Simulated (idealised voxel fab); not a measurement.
The document below concerns the process module designated voxel transistor to metal.
The cross-section shown here is cut; it is 280 nm wide and divided into square cells measuring 5 nm on a side.
How to read a cross-section here: the picture is a grid of square cells, written as bands going from the top down, and any band can span one or more rows of cells. The band entry comprises the height of the band's top followed by the height of its bottom, expressed in nm, and subsequently the band's materials from left to right, each stated together with its width in nm. Where a single material is marked with the word "full width", that material fills the band from edge to edge. The word "empty" represents empty space. Height reference: 0 = level under which incoming wafer is all one material. Lowest band: no bottom, runs on downward, e.g. "0 -> down". Read "30..40" as a graded width: first number on top, second number at the bottom, same change between each pair of neighbouring rows. "all unchanged" -> step changed no cross-section cell. The entry "Voids, sealed" lists the empty spaces that cover at least 8 cells and have no open path to the top. Each is written as width x height at distance, where the distance is measured from the left edge and all three values are in nm. If you see something after the settings on a step's line, that's the simulator's own remark about that step. What "overlay nm" on a step's line means: if the step has a mask, that mask lay this far to the right of its planned place, or, when the value is negative, to the left. If you're wondering how to read the rest of this, here's the deal. It's pairs of cross-sections: one from before a process step, one from after it. The after one is only drawn as far down as the lowest band that changed. Right under each pair you'll see which step sits between them and what its settings were. Don't read the pairs as one continuous story, though. They can come from different runs of this module on the same starting wafer, and a pair only carries on from the one above it where its entry headed "Preceding state" says so.
Preceding state
    35 -> 30 = SiO2 full width
    30 -> 15 = SiO2 60 nm  SiN 5 nm  SiO2 5 nm  SiCN 15 nm  SiO2 5 nm  SiN 5 nm  SiO2 90 nm  SiN 5 nm  SiO2 5 nm  SiCN 15 nm  SiO2 5 nm  SiN 5 nm  SiO2 60 nm
    15 -> 0 = SiO2 60 nm  SiN 5 nm  SiO2 5 nm  polySi 15 nm  SiO2 5 nm  SiN 5 nm  SiO2 90 nm  SiN 5 nm  SiO2 5 nm  polySi 15 nm  SiO2 5 nm  SiN 5 nm  SiO2 60 nm
    0 -> -5 = SiO2 25 nm  SiN 5 nm  SiO2 30 nm  SiN 5 nm  SiO2 5 nm  polySi 15 nm  SiO2 5 nm  SiN 5 nm  SiO2 30 nm  SiN 5 nm  SiO2 20 nm  SiN 5 nm  SiO2 30 nm  SiN 5 nm  SiO2 5 nm  polySi 15 nm  SiO2 5 nm  SiN 5 nm  SiO2 30 nm  SiN 5 nm  SiO2 25 nm
    -5 -> -10 = SiO2 30 nm  pSi 30 nm  SiO2 35 nm  pSi 30 nm  SiO2 30 nm  pSi 30 nm  SiO2 35 nm  pSi 30 nm  SiO2 30 nm
    -10 -> -40 = SiO2 30 nm  Si 95 nm  SiO2 30 nm  Si 95 nm  SiO2 30 nm
    -40 -> down = Si full width
    Voids, sealed: none
Post-Step Cross-Section
    30 -> 15 = SiO2 60 nm  SiN 5 nm  SiO2 5 nm  SiCN 15 nm  SiO2 5 nm  SiN 5 nm  SiO2 90 nm  SiN 5 nm  SiO2 5 nm  SiCN 15 nm  SiO2 5 nm  SiN 5 nm  SiO2 60 nm
    Unchanged below 15.
    Voids, sealed: none
Before/after cross-sections above; step in between: CMP: height nm 30
Preceding state: unchanged from the after cross-section in the pair immediately above; refer to that figure.
Post-Step Cross-Section
    40 -> 30 = SiO2 full width
    Unchanged below 30.
    Voids, sealed: none
Before/after cross-sections above; step in between: DIRECTIONAL_DEP: material SiO2, thk nm 10
Preceding state: unchanged from the after cross-section in the pair immediately above; refer to that figure.
Post-Step Cross-Section
    40 -> 30 = SiO2 30 nm  empty 35 nm  SiO2 25 nm  empty 35 nm  SiO2 30 nm  empty 35 nm  SiO2 25 nm  empty 35 nm  SiO2 30 nm
    30 -> 15 = SiO2 30 nm  empty 30 nm  SiN 5 nm  SiO2 5 nm  SiCN 15 nm  SiO2 5 nm  SiN 5 nm  empty 30 nm  SiO2 30 nm  empty 30 nm  SiN 5 nm  SiO2 5 nm  SiCN 15 nm  SiO2 5 nm  SiN 5 nm  empty 30 nm  SiO2 30 nm
    15 -> 0 = SiO2 30 nm  empty 30 nm  SiN 5 nm  SiO2 5 nm  polySi 15 nm  SiO2 5 nm  SiN 5 nm  empty 30 nm  SiO2 30 nm  empty 30 nm  SiN 5 nm  SiO2 5 nm  polySi 15 nm  SiO2 5 nm  SiN 5 nm  empty 30 nm  SiO2 30 nm
    0 -> -5 = SiO2 25 nm  SiN 5 nm  empty 30 nm  SiN 5 nm  SiO2 5 nm  polySi 15 nm  SiO2 5 nm  SiN 5 nm  empty 30 nm  SiN 5 nm  SiO2 20 nm  SiN 5 nm  empty 30 nm  SiN 5 nm  SiO2 5 nm  polySi 15 nm  SiO2 5 nm  SiN 5 nm  empty 30 nm  SiN 5 nm  SiO2 25 nm
    Unchanged below -5.
    Voids, sealed: none
Before/after cross-sections above; step in between: MASKED_ETCH: tone open, mask id CONTACT, width nm 35, etch materials SiO2, depth nm 45, overlay nm 0
Preceding state: unchanged from the after cross-section in the pair immediately above; refer to that figure.
Post-Step Cross-Section
    45 -> 40 = TiN 35 nm  empty 25 nm  TiN 35 nm  empty 25 nm  TiN 40 nm  empty 25 nm  TiN 35 nm  empty 25 nm  TiN 35 nm
    40 -> 30 = SiO2 30 nm  TiN 5 nm  empty 25..20 nm  TiN 5..10 nm  SiO2 25 nm  TiN 5..10 nm  empty 25..20 nm  TiN 5 nm  SiO2 30 nm  TiN 5 nm  empty 25..20 nm  TiN 5..10 nm  SiO2 25 nm  TiN 5..10 nm  empty 25..20 nm  TiN 5 nm  SiO2 30 nm
    30 -> 15 = SiO2 30 nm  TiN 5 nm  empty 20 nm  TiN 5 nm  SiN 5 nm  SiO2 5 nm  SiCN 15 nm  SiO2 5 nm  SiN 5 nm  TiN 5 nm  empty 20 nm  TiN 5 nm  SiO2 30 nm  TiN 5 nm  empty 20 nm  TiN 5 nm  SiN 5 nm  SiO2 5 nm  SiCN 15 nm  SiO2 5 nm  SiN 5 nm  TiN 5 nm  empty 20 nm  TiN 5 nm  SiO2 30 nm
    15 -> 0 = SiO2 30 nm  TiN 5 nm  empty 20 nm  TiN 5 nm  SiN 5 nm  SiO2 5 nm  polySi 15 nm  SiO2 5 nm  SiN 5 nm  TiN 5 nm  empty 20 nm  TiN 5 nm  SiO2 30 nm  TiN 5 nm  empty 20 nm  TiN 5 nm  SiN 5 nm  SiO2 5 nm  polySi 15 nm  SiO2 5 nm  SiN 5 nm  TiN 5 nm  empty 20 nm  TiN 5 nm  SiO2 30 nm
    0 -> -5 = SiO2 25 nm  SiN 5 nm  TiN 30 nm  SiN 5 nm  SiO2 5 nm  polySi 15 nm  SiO2 5 nm  SiN 5 nm  TiN 30 nm  SiN 5 nm  SiO2 20 nm  SiN 5 nm  TiN 30 nm  SiN 5 nm  SiO2 5 nm  polySi 15 nm  SiO2 5 nm  SiN 5 nm  TiN 30 nm  SiN 5 nm  SiO2 25 nm
    Unchanged below -5.
    Voids, sealed: none
Before/after cross-sections above; step in between: CONFORMAL_DEP: material TiN, thk nm 5
Preceding state: unchanged from the after cross-section in the pair immediately above; refer to that figure.
Post-Step Cross-Section
    55 -> 45 = Ru full width
    45 -> 40 = TiN 35 nm  Ru 25 nm  TiN 35 nm  Ru 25 nm  TiN 40 nm  Ru 25 nm  TiN 35 nm  Ru 25 nm  TiN 35 nm
    40 -> 30 = SiO2 30 nm  TiN 5 nm  Ru 25..20 nm  TiN 5..10 nm  SiO2 25 nm  TiN 5..10 nm  Ru 25..20 nm  TiN 5 nm  SiO2 30 nm  TiN 5 nm  Ru 25..20 nm  TiN 5..10 nm  SiO2 25 nm  TiN 5..10 nm  Ru 25..20 nm  TiN 5 nm  SiO2 30 nm
    30 -> 15 = SiO2 30 nm  TiN 5 nm  Ru 20 nm  TiN 5 nm  SiN 5 nm  SiO2 5 nm  SiCN 15 nm  SiO2 5 nm  SiN 5 nm  TiN 5 nm  Ru 20 nm  TiN 5 nm  SiO2 30 nm  TiN 5 nm  Ru 20 nm  TiN 5 nm  SiN 5 nm  SiO2 5 nm  SiCN 15 nm  SiO2 5 nm  SiN 5 nm  TiN 5 nm  Ru 20 nm  TiN 5 nm  SiO2 30 nm
    15 -> 0 = SiO2 30 nm  TiN 5 nm  Ru 20 nm  TiN 5 nm  SiN 5 nm  SiO2 5 nm  polySi 15 nm  SiO2 5 nm  SiN 5 nm  TiN 5 nm  Ru 20 nm  TiN 5 nm  SiO2 30 nm  TiN 5 nm  Ru 20 nm  TiN 5 nm  SiN 5 nm  SiO2 5 nm  polySi 15 nm  SiO2 5 nm  SiN 5 nm  TiN 5 nm  Ru 20 nm  TiN 5 nm  SiO2 30 nm
    Unchanged below 0.
    Voids, sealed: none
Before/after cross-sections above; step in between: FILL_DEP: material Ru, thk nm 10
Preceding state: unchanged from the after cross-section in the pair immediately above; refer to that figure.
Post-Step Cross-Section
    40 -> 30 = SiO2 30 nm  TiN 5 nm  Ru 25..20 nm  TiN 5..10 nm  SiO2 25 nm  TiN 5..10 nm  Ru 25..20 nm  TiN 5 nm  SiO2 30 nm  TiN 5 nm  Ru 25..20 nm  TiN 5..10 nm  SiO2 25 nm  TiN 5..10 nm  Ru 25..20 nm  TiN 5 nm  SiO2 30 nm
    Unchanged below 30.
    Voids, sealed: none
Before/after cross-sections above; step in between: CMP: height nm 40
Preceding state: unchanged from the after cross-section in the pair immediately above; refer to that figure.
Post-Step Cross-Section
    45 -> 40 = TiN full width
    Unchanged below 40.
    Voids, sealed: none
Before/after cross-sections above; step in between: DIRECTIONAL_DEP: material TiN, thk nm 5
Preceding state: unchanged from the after cross-section in the pair immediately above; refer to that figure.
Post-Step Cross-Section
    65 -> 45 = W full width
    Unchanged below 45.
    Voids, sealed: none
Before/after cross-sections above; step in between: DIRECTIONAL_DEP: material W, thk nm 20
Preceding state: unchanged from the after cross-section in the pair immediately above; refer to that figure.
Post-Step Cross-Section
    65 -> 45 = empty 30 nm  W 20 nm  empty 55 nm  W 20 nm  empty 30 nm  W 20 nm  empty 55 nm  W 20 nm  empty 30 nm
    Unchanged below 45.
    Voids, sealed: none
Before/after cross-sections above; step in between: MASKED_ETCH: tone cover, mask id METAL_1, width nm 20, etch materials W, depth nm 20, overlay nm 0
Preceding state: unchanged from the after cross-section in the pair immediately above; refer to that figure.
Post-Step Cross-Section
    65 -> 45 = empty 30 nm  W 20 nm  empty 55 nm  W 20 nm  empty 30 nm  W 20 nm  empty 55 nm  W 20 nm  empty 30 nm
    45 -> 40 = empty 30 nm  TiN 20 nm  empty 55 nm  TiN 20 nm  empty 30 nm  TiN 20 nm  empty 55 nm  TiN 20 nm  empty 30 nm
    Unchanged below 40.
    Voids, sealed: none
Before/after cross-sections above; step in between: MASKED_ETCH: tone cover, mask id METAL_1, width nm 20, etch materials TiN, depth nm 5, overlay nm 0
Preceding state: unchanged from the after cross-section in the pair immediately above; refer to that figure.
Post-Step Cross-Section
    70 -> 65 = lowk full width
    65 -> 45 = lowk 30 nm  W 20 nm  lowk 55 nm  W 20 nm  lowk 30 nm  W 20 nm  lowk 55 nm  W 20 nm  lowk 30 nm
    45 -> 40 = lowk 30 nm  TiN 20 nm  lowk 55 nm  TiN 20 nm  lowk 30 nm  TiN 20 nm  lowk 55 nm  TiN 20 nm  lowk 30 nm
    Unchanged below 40.
    Voids, sealed: none
Before/after cross-sections above; step in between: FILL_DEP: material lowk, thk nm 5
Preceding state: unchanged from the after cross-section in the pair immediately above; refer to that figure.
Post-Step Cross-Section
    65 -> 45 = lowk 30 nm  W 20 nm  lowk 55 nm  W 20 nm  lowk 30 nm  W 20 nm  lowk 55 nm  W 20 nm  lowk 30 nm
    Unchanged below 45.
    Voids, sealed: none
Before/after cross-sections above; step in between: CMP: height nm 65
Preceding state: unchanged from the after cross-section in the pair immediately above; refer to that figure.
Post-Step Cross-Section
    70 -> 65 = SiN full width
    Unchanged below 65.
    Voids, sealed: none
Before/after cross-sections above; step in between: CONFORMAL_DEP: material SiN, thk nm 5
Preceding state
    0 -> -5 = SiO2 20 nm  empty 115 nm  SiO2 10 nm  empty 115 nm  SiO2 20 nm
    -5 -> -10 = SiO2 full width
    -10 -> -40 = SiO2 30 nm  Si 95 nm  SiO2 30 nm  Si 95 nm  SiO2 30 nm
    -40 -> down = Si full width
    Voids, sealed: none
Post-Step Cross-Section
    15 -> 10 = polySi 20 nm  empty 115 nm  polySi 10 nm  empty 115 nm  polySi 20 nm
    10 -> 0 = polySi full width
    0 -> -5 = SiO2 20 nm  polySi 115 nm  SiO2 10 nm  polySi 115 nm  SiO2 20 nm
    Unchanged below -5.
    Voids, sealed: none
Before/after cross-sections above; step in between: DIRECTIONAL_DEP: material polySi, thk nm 15
Preceding state: unchanged from the after cross-section in the pair immediately above; refer to that figure.
Post-Step Cross-Section
    30 -> 25 = SiCN 20 nm  empty 115 nm  SiCN 10 nm  empty 115 nm  SiCN 20 nm
    25 -> 15 = SiCN full width
    15 -> 10 = polySi 20 nm  SiCN 115 nm  polySi 10 nm  SiCN 115 nm  polySi 20 nm
    Unchanged below 10.
    Voids, sealed: none
Before/after cross-sections above; step in between: DIRECTIONAL_DEP: material SiCN, thk nm 15
Preceding state: unchanged from the after cross-section in the pair immediately above; refer to that figure.
Post-Step Cross-Section
    45 -> 40 = aC 20 nm  empty 115 nm  aC 10 nm  empty 115 nm  aC 20 nm
    40 -> 30 = aC full width
    30 -> 25 = SiCN 20 nm  aC 115 nm  SiCN 10 nm  aC 115 nm  SiCN 20 nm
    Unchanged below 25.
    Voids, sealed: none
Before/after cross-sections above; step in between: DIRECTIONAL_DEP: material aC, thk nm 15
Preceding state: unchanged from the after cross-section in the pair immediately above; refer to that figure.
Post-Step Cross-Section
    75 -> 45 = empty 70 nm  resist 15 nm  empty 110 nm  resist 15 nm  empty 70 nm
    45 -> 40 = aC 20 nm  empty 50 nm  resist 15 nm  empty 50 nm  aC 10 nm  empty 50 nm  resist 15 nm  empty 50 nm  aC 20 nm
    Unchanged below 40.
    Voids, sealed: none
Before/after cross-sections above; step in between: PATTERN: tone cover, mask id GATE, material resist, width nm 15, pitch nm 125, thk nm 30, overlay nm 0
Preceding state: unchanged from the after cross-section in the pair immediately above; refer to that figure.
Post-Step Cross-Section
    60 -> 40 = empty 70 nm  resist 15 nm  empty 110 nm  resist 15 nm  empty 70 nm
    40 -> 30 = empty 70 nm  aC 15 nm  empty 110 nm  aC 15 nm  empty 70 nm
    30 -> 25 = SiCN 20 nm  empty 50 nm  aC 15 nm  empty 50 nm  SiCN 10 nm  empty 50 nm  aC 15 nm  empty 50 nm  SiCN 20 nm
    Unchanged below 25.
    Voids, sealed: none
Before/after cross-sections above; step in between: DIRECTIONAL_ETCH: etch materials aC, depth nm 15
Preceding state: unchanged from the after cross-section in the pair immediately above; refer to that figure.
Post-Step Cross-Section
    40 -> 30 = empty 70 nm  aC 15 nm  empty 110 nm  aC 15 nm  empty 70 nm
    Unchanged below 30.
    Voids, sealed: none
Before/after cross-sections above; step in between: STRIP: etch materials resist
Preceding state: unchanged from the after cross-section in the pair immediately above; refer to that figure.
Post-Step Cross-Section
    40 -> 25 = empty 70 nm  aC 15 nm  empty 110 nm  aC 15 nm  empty 70 nm
    25 -> 15 = empty 70 nm  SiCN 15 nm  empty 110 nm  SiCN 15 nm  empty 70 nm
    15 -> 10 = polySi 20 nm  empty 50 nm  SiCN 15 nm  empty 50 nm  polySi 10 nm  empty 50 nm  SiCN 15 nm  empty 50 nm  polySi 20 nm
    Unchanged below 10.
    Voids, sealed: none
Before/after cross-sections above; step in between: DIRECTIONAL_ETCH: etch materials SiCN, depth nm 25
Preceding state: unchanged from the after cross-section in the pair immediately above; refer to that figure.
Post-Step Cross-Section
    40 -> 25 = empty 70 nm  aC 15 nm  empty 110 nm  aC 15 nm  empty 70 nm
    25 -> 10 = empty 70 nm  SiCN 15 nm  empty 110 nm  SiCN 15 nm  empty 70 nm
    10 -> 0 = empty 70 nm  polySi 15 nm  empty 110 nm  polySi 15 nm  empty 70 nm
    0 -> -5 = SiO2 20 nm  empty 50 nm  polySi 15 nm  empty 50 nm  SiO2 10 nm  empty 50 nm  polySi 15 nm  empty 50 nm  SiO2 20 nm
    Unchanged below -5.
    Voids, sealed: none
Before/after cross-sections above; step in between: DIRECTIONAL_ETCH: etch materials polySi, depth nm 30
Preceding state: unchanged from the after cross-section in the pair immediately above; refer to that figure.
Post-Step Cross-Section
    25 -> 10 = empty 70 nm  SiCN 15 nm  empty 110 nm  SiCN 15 nm  empty 70 nm
    Unchanged below 10.
    Voids, sealed: none
Before/after cross-sections above; step in between: STRIP: etch materials aC
Preceding state: unchanged from the after cross-section in the pair immediately above; refer to that figure.
Post-Step Cross-Section
    30 -> 25 = empty 65 nm  SiO2 25 nm  empty 100 nm  SiO2 25 nm  empty 65 nm
    25 -> 10 = empty 65 nm  SiO2 5 nm  SiCN 15 nm  SiO2 5 nm  empty 100 nm  SiO2 5 nm  SiCN 15 nm  SiO2 5 nm  empty 65 nm
    10 -> 5 = empty 65 nm  SiO2 5 nm  polySi 15 nm  SiO2 5 nm  empty 100 nm  SiO2 5 nm  polySi 15 nm  SiO2 5 nm  empty 65 nm
    5 -> 0 = SiO2 25 nm  empty 40 nm  SiO2 5 nm  polySi 15 nm  SiO2 5 nm  empty 40 nm  SiO2 20 nm  empty 40 nm  SiO2 5 nm  polySi 15 nm  SiO2 5 nm  empty 40 nm  SiO2 25 nm
    0 -> -5 = SiO2 70 nm  polySi 15 nm  SiO2 110 nm  polySi 15 nm  SiO2 70 nm
    Unchanged below -5.
    Voids, sealed: none
Before/after cross-sections above; step in between: CONFORMAL_DEP: material SiO2, thk nm 5
Preceding state: unchanged from the after cross-section in the pair immediately above; refer to that figure.
Post-Step Cross-Section
    25 -> 10 = empty 65 nm  SiO2 5 nm  SiCN 15 nm  SiO2 5 nm  empty 100 nm  SiO2 5 nm  SiCN 15 nm  SiO2 5 nm  empty 65 nm
    10 -> 0 = empty 65 nm  SiO2 5 nm  polySi 15 nm  SiO2 5 nm  empty 100 nm  SiO2 5 nm  polySi 15 nm  SiO2 5 nm  empty 65 nm
    0 -> -5 = SiO2 25 nm  empty 40 nm  SiO2 5 nm  polySi 15 nm  SiO2 5 nm  empty 40 nm  SiO2 20 nm  empty 40 nm  SiO2 5 nm  polySi 15 nm  SiO2 5 nm  empty 40 nm  SiO2 25 nm
    Unchanged below -5.
    Voids, sealed: none
Before/after cross-sections above; step in between: DIRECTIONAL_ETCH: etch materials SiO2, depth nm 5
Preceding state: unchanged from the after cross-section in the pair immediately above; refer to that figure.
Post-Step Cross-Section
    30 -> 25 = empty 60 nm  SiN 35 nm  empty 90 nm  SiN 35 nm  empty 60 nm
    25 -> 10 = empty 60 nm  SiN 5 nm  SiO2 5 nm  SiCN 15 nm  SiO2 5 nm  SiN 5 nm  empty 90 nm  SiN 5 nm  SiO2 5 nm  SiCN 15 nm  SiO2 5 nm  SiN 5 nm  empty 60 nm
    10 -> 5 = empty 60 nm  SiN 5 nm  SiO2 5 nm  polySi 15 nm  SiO2 5 nm  SiN 5 nm  empty 90 nm  SiN 5 nm  SiO2 5 nm  polySi 15 nm  SiO2 5 nm  SiN 5 nm  empty 60 nm
    5 -> 0 = SiN 30 nm  empty 30 nm  SiN 5 nm  SiO2 5 nm  polySi 15 nm  SiO2 5 nm  SiN 5 nm  empty 30 nm  SiN 30 nm  empty 30 nm  SiN 5 nm  SiO2 5 nm  polySi 15 nm  SiO2 5 nm  SiN 5 nm  empty 30 nm  SiN 30 nm
    0 -> -5 = SiO2 25 nm  SiN 40 nm  SiO2 5 nm  polySi 15 nm  SiO2 5 nm  SiN 40 nm  SiO2 20 nm  SiN 40 nm  SiO2 5 nm  polySi 15 nm  SiO2 5 nm  SiN 40 nm  SiO2 25 nm
    Unchanged below -5.
    Voids, sealed: none
Before/after cross-sections above; step in between: CONFORMAL_DEP: material SiN, thk nm 5
Preceding state: unchanged from the after cross-section in the pair immediately above; refer to that figure.
Post-Step Cross-Section
    25 -> 10 = empty 60 nm  SiN 5 nm  SiO2 5 nm  SiCN 15 nm  SiO2 5 nm  SiN 5 nm  empty 90 nm  SiN 5 nm  SiO2 5 nm  SiCN 15 nm  SiO2 5 nm  SiN 5 nm  empty 60 nm
    10 -> 0 = empty 60 nm  SiN 5 nm  SiO2 5 nm  polySi 15 nm  SiO2 5 nm  SiN 5 nm  empty 90 nm  SiN 5 nm  SiO2 5 nm  polySi 15 nm  SiO2 5 nm  SiN 5 nm  empty 60 nm
    0 -> -5 = SiO2 25 nm  SiN 5 nm  empty 30 nm  SiN 5 nm  SiO2 5 nm  polySi 15 nm  SiO2 5 nm  SiN 5 nm  empty 30 nm  SiN 5 nm  SiO2 20 nm  SiN 5 nm  empty 30 nm  SiN 5 nm  SiO2 5 nm  polySi 15 nm  SiO2 5 nm  SiN 5 nm  empty 30 nm  SiN 5 nm  SiO2 25 nm
    Unchanged below -5.
    Voids, sealed: none
Before/after cross-sections above; step in between: DIRECTIONAL_ETCH: etch materials SiN, depth nm 5
Preceding state: unchanged from the after cross-section in the pair immediately above; refer to that figure.
Post-Step Cross-Section
    25 -> 20 = empty 60 nm  SiN 5 nm  empty 5 nm  SiCN 15 nm  empty 5 nm  SiN 5 nm  empty 90 nm  SiN 5 nm  empty 5 nm  SiCN 15 nm  empty 5 nm  SiN 5 nm  empty 60 nm
    20 -> 10 = empty 60 nm  SiN 5 nm  SiO2 5 nm  SiCN 15 nm  SiO2 5 nm  SiN 5 nm  empty 90 nm  SiN 5 nm  SiO2 5 nm  SiCN 15 nm  SiO2 5 nm  SiN 5 nm  empty 60 nm
    10 -> 0 = empty 60 nm  SiN 5 nm  SiO2 5 nm  polySi 15 nm  SiO2 5 nm  SiN 5 nm  empty 90 nm  SiN 5 nm  SiO2 5 nm  polySi 15 nm  SiO2 5 nm  SiN 5 nm  empty 60 nm
    0 -> -5 = empty 25 nm  SiN 5 nm  empty 30 nm  SiN 5 nm  SiO2 5 nm  polySi 15 nm  SiO2 5 nm  SiN 5 nm  empty 30 nm  SiN 5 nm  empty 20 nm  SiN 5 nm  empty 30 nm  SiN 5 nm  SiO2 5 nm  polySi 15 nm  SiO2 5 nm  SiN 5 nm  empty 30 nm  SiN 5 nm  empty 25 nm
    -5 -> -10 = SiO2 30 nm  empty 30 nm  SiO2 35 nm  empty 30 nm  SiO2 30 nm  empty 30 nm  SiO2 35 nm  empty 30 nm  SiO2 30 nm
    Unchanged below -10.
    Voids, sealed: none
Before/after cross-sections above; step in between: DIRECTIONAL_ETCH: etch materials SiO2, depth nm 5
Preceding state: unchanged from the after cross-section in the pair immediately above; refer to that figure.
Post-Step Cross-Section
    25 -> 20 = empty 60 nm  SiN 5 nm  empty 5 nm  SiCN 15 nm  empty 5 nm  SiN 5 nm  empty 90 nm  SiN 5 nm  empty 5 nm  SiCN 15 nm  empty 5 nm  SiN 5 nm  empty 60 nm
    20 -> 10 = empty 60 nm  SiN 5 nm  SiO2 5 nm  SiCN 15 nm  SiO2 5 nm  SiN 5 nm  empty 90 nm  SiN 5 nm  SiO2 5 nm  SiCN 15 nm  SiO2 5 nm  SiN 5 nm  empty 60 nm
    10 -> 0 = empty 60 nm  SiN 5 nm  SiO2 5 nm  polySi 15 nm  SiO2 5 nm  SiN 5 nm  empty 90 nm  SiN 5 nm  SiO2 5 nm  polySi 15 nm  SiO2 5 nm  SiN 5 nm  empty 60 nm
    0 -> -5 = empty 25 nm  SiN 5 nm  empty 30 nm  SiN 5 nm  SiO2 5 nm  polySi 15 nm  SiO2 5 nm  SiN 5 nm  empty 30 nm  SiN 5 nm  empty 20 nm  SiN 5 nm  empty 30 nm  SiN 5 nm  SiO2 5 nm  polySi 15 nm  SiO2 5 nm  SiN 5 nm  empty 30 nm  SiN 5 nm  empty 25 nm
    -5 -> -10 = SiO2 30 nm  empty 30 nm  SiO2 35 nm  empty 30 nm  SiO2 30 nm  empty 30 nm  SiO2 35 nm  empty 30 nm  SiO2 30 nm
    -10 -> -20 = SiO2 30 nm  empty 30 nm  Si 35 nm  empty 30 nm  SiO2 30 nm  empty 30 nm  Si 35 nm  empty 30 nm  SiO2 30 nm
    Unchanged below -20.
    Voids, sealed: none
Before/after cross-sections above; step in between: DIRECTIONAL_ETCH: etch materials Si, depth nm 10
Preceding state: unchanged from the after cross-section in the pair immediately above; refer to that figure.
Post-Step Cross-Section
    25 -> 20 = empty 60 nm  SiN 5 nm  empty 5 nm  SiCN 15 nm  empty 5 nm  SiN 5 nm  empty 90 nm  SiN 5 nm  empty 5 nm  SiCN 15 nm  empty 5 nm  SiN 5 nm  empty 60 nm
    20 -> 10 = empty 60 nm  SiN 5 nm  SiO2 5 nm  SiCN 15 nm  SiO2 5 nm  SiN 5 nm  empty 90 nm  SiN 5 nm  SiO2 5 nm  SiCN 15 nm  SiO2 5 nm  SiN 5 nm  empty 60 nm
    10 -> 5 = empty 60 nm  SiN 5 nm  SiO2 5 nm  polySi 15 nm  SiO2 5 nm  SiN 5 nm  empty 90 nm  SiN 5 nm  SiO2 5 nm  polySi 15 nm  SiO2 5 nm  SiN 5 nm  empty 60 nm
    5 -> 0 = empty 45 nm  pSi 15 nm  SiN 5 nm  SiO2 5 nm  polySi 15 nm  SiO2 5 nm  SiN 5 nm  pSi 15 nm  empty 60 nm  pSi 15 nm  SiN 5 nm  SiO2 5 nm  polySi 15 nm  SiO2 5 nm  SiN 5 nm  pSi 15 nm  empty 45 nm
    0 -> -5 = empty 25 nm  SiN 5 nm  empty 15 nm  pSi 15 nm  SiN 5 nm  SiO2 5 nm  polySi 15 nm  SiO2 5 nm  SiN 5 nm  pSi 15 nm  empty 15 nm  SiN 5 nm  empty 20 nm  SiN 5 nm  empty 15 nm  pSi 15 nm  SiN 5 nm  SiO2 5 nm  polySi 15 nm  SiO2 5 nm  SiN 5 nm  pSi 15 nm  empty 15 nm  SiN 5 nm  empty 25 nm
    -5 -> -10 = SiO2 30 nm  pSi 30 nm  SiO2 35 nm  pSi 30 nm  SiO2 30 nm  pSi 30 nm  SiO2 35 nm  pSi 30 nm  SiO2 30 nm
    -10 -> -20 = SiO2 30 nm  pSi 30 nm  Si 35 nm  pSi 30 nm  SiO2 30 nm  pSi 30 nm  Si 35 nm  pSi 30 nm  SiO2 30 nm
    Unchanged below -20.
    Voids, sealed: none
Before/after cross-sections above; step in between: EPI: material pSi, thk nm 15
Preceding state: unchanged from the after cross-section in the pair immediately above; refer to that figure.
Post-Step Cross-Section
    30 -> 25 = SiO2 full width
    25 -> 10 = SiO2 60 nm  SiN 5 nm  SiO2 5 nm  SiCN 15 nm  SiO2 5 nm  SiN 5 nm  SiO2 90 nm  SiN 5 nm  SiO2 5 nm  SiCN 15 nm  SiO2 5 nm  SiN 5 nm  SiO2 60 nm
    10 -> 5 = SiO2 60 nm  SiN 5 nm  SiO2 5 nm  polySi 15 nm  SiO2 5 nm  SiN 5 nm  SiO2 90 nm  SiN 5 nm  SiO2 5 nm  polySi 15 nm  SiO2 5 nm  SiN 5 nm  SiO2 60 nm
    5 -> 0 = SiO2 45 nm  pSi 15 nm  SiN 5 nm  SiO2 5 nm  polySi 15 nm  SiO2 5 nm  SiN 5 nm  pSi 15 nm  SiO2 60 nm  pSi 15 nm  SiN 5 nm  SiO2 5 nm  polySi 15 nm  SiO2 5 nm  SiN 5 nm  pSi 15 nm  SiO2 45 nm
    0 -> -5 = SiO2 25 nm  SiN 5 nm  SiO2 15 nm  pSi 15 nm  SiN 5 nm  SiO2 5 nm  polySi 15 nm  SiO2 5 nm  SiN 5 nm  pSi 15 nm  SiO2 15 nm  SiN 5 nm  SiO2 20 nm  SiN 5 nm  SiO2 15 nm  pSi 15 nm  SiN 5 nm  SiO2 5 nm  polySi 15 nm  SiO2 5 nm  SiN 5 nm  pSi 15 nm  SiO2 15 nm  SiN 5 nm  SiO2 25 nm
    Unchanged below -5.
    Voids, sealed: none
Before/after cross-sections above; step in between: FILL_DEP: material SiO2, thk nm 5
Preceding state: unchanged from the after cross-section in the pair immediately above; refer to that figure.
Post-Step Cross-Section
    40 -> 25 = SiO2 full width
    Unchanged below 25.
    Voids, sealed: none
Before/after cross-sections above; step in between: DIRECTIONAL_DEP: material SiO2, thk nm 10
Preceding state: unchanged from the after cross-section in the pair immediately above; refer to that figure.
Post-Step Cross-Section
    40 -> 25 = SiO2 30 nm  empty 35 nm  SiO2 25 nm  empty 35 nm  SiO2 30 nm  empty 35 nm  SiO2 25 nm  empty 35 nm  SiO2 30 nm
    25 -> 10 = SiO2 30 nm  empty 30 nm  SiN 5 nm  SiO2 5 nm  SiCN 15 nm  SiO2 5 nm  SiN 5 nm  empty 30 nm  SiO2 30 nm  empty 30 nm  SiN 5 nm  SiO2 5 nm  SiCN 15 nm  SiO2 5 nm  SiN 5 nm  empty 30 nm  SiO2 30 nm
    10 -> 5 = SiO2 30 nm  empty 30 nm  SiN 5 nm  SiO2 5 nm  polySi 15 nm  SiO2 5 nm  SiN 5 nm  empty 30 nm  SiO2 30 nm  empty 30 nm  SiN 5 nm  SiO2 5 nm  polySi 15 nm  SiO2 5 nm  SiN 5 nm  empty 30 nm  SiO2 30 nm
    5 -> 0 = SiO2 30 nm  empty 15 nm  pSi 15 nm  SiN 5 nm  SiO2 5 nm  polySi 15 nm  SiO2 5 nm  SiN 5 nm  pSi 15 nm  empty 15 nm  SiO2 30 nm  empty 15 nm  pSi 15 nm  SiN 5 nm  SiO2 5 nm  polySi 15 nm  SiO2 5 nm  SiN 5 nm  pSi 15 nm  empty 15 nm  SiO2 30 nm
    0 -> -5 = SiO2 25 nm  SiN 5 nm  empty 15 nm  pSi 15 nm  SiN 5 nm  SiO2 5 nm  polySi 15 nm  SiO2 5 nm  SiN 5 nm  pSi 15 nm  empty 15 nm  SiN 5 nm  SiO2 20 nm  SiN 5 nm  empty 15 nm  pSi 15 nm  SiN 5 nm  SiO2 5 nm  polySi 15 nm  SiO2 5 nm  SiN 5 nm  pSi 15 nm  empty 15 nm  SiN 5 nm  SiO2 25 nm
    Unchanged below -5.
    Voids, sealed: none
Before/after cross-sections above; step in between: MASKED_ETCH: tone open, mask id CONTACT, width nm 35, etch materials SiO2, depth nm 45, overlay nm 0
